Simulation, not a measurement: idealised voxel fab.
Process module, titled voxel ribs on slabs
Square cells of 5 nm make up the cross-section cut, whose width is 270 nm.
Bands, listed from the top down, are how a cross-section gets written in this document; the cross-section itself is a grid of square cells, and a band is one or more rows of them.
This entry defines a band. It first specifies the height of the band's top and the height of its bottom in nm, and then specifies the band's materials from left to right, stating each material with its width in nm. The word "full width" identifies a single material that fills the band from edge to edge, while the word "air" identifies empty space.
Height datum 0, below which the as-received substrate wafer is one material. Lowest band open at the bottom, running downward: "z 0 and below".
When a width is written as two numbers, as in "30->40", the first number is the width in the top row of cells of the band and the second is the width in its bottom row, and the width changes by the same amount from each row to the next.
"remains unaltered" after a step means that no cell of the cross-section changed.
So "Closed void listing" is basically the list of trapped voids: any empty space of 8 cells or more that can't reach the top through an opening. They're written width x height at distance, the distance being from the left edge, and it's all nm.
That trailing text on a step's line, after the settings, is the simulator's own remark on the step.
overlay nm: step with mask; distance mask lay right of planned place; negative value = left of planned place.

The following list gives the planned process steps:
- 1: RECEIVE: material Si
- 2: DIRECTIONAL_DEP: material SiO2, thk nm 25
- 3: DIRECTIONAL_DEP: material polySi, thk nm 25
- 4: DIRECTIONAL_DEP: material aC, thk nm 15
- 5: PATTERN: tone cover, mask id RIB, material resist, width nm 20, thk nm 30, overlay nm 0
- 6: DIRECTIONAL_ETCH: etch materials aC, depth nm 15
- 7: STRIP: etch materials resist
- 8: DIRECTIONAL_ETCH: etch materials polySi, depth nm 15
- 9: STRIP: etch materials aC
- 10: MASKED_ETCH: tone cover, mask id SLAB, width nm 70, etch materials polySi, depth nm 10, overlay nm 0
- 11: FILL_DEP: material SiO2, thk nm 30
- 12: CMP: height nm 70
- 13: DIRECTIONAL_DEP: material TiN, thk nm 10
- 14: MASKED_ETCH: tone cover, mask id HEATER, width nm 30, etch materials TiN, depth nm 10, overlay nm 0
- 15: CONFORMAL_DEP: material SiO2, thk nm 10

Shown in cross-section is the wafer as received, that is, as it stands after step 1:
* z 0 and below = Si full width
* Closed void listing: none

Final cross-section, module run with one mistake (start and plan as above):
* z 90 to 80 = air=110; SiO2=50; air=110
* z 80 to 70 = SiO2=120; TiN=30; SiO2=120
* z 70 to 50 = SiO2 full width
* z 50 to 40 = SiO2=100; polySi=70; SiO2=100
* z 40 to 25 = aC full width
* z 25 to 0 = SiO2 full width
* z 0 and below = Si full width
* Closed void listing: none
Want to know what went wrong? note: step 3 <-> step 4, run order reversed vs plan
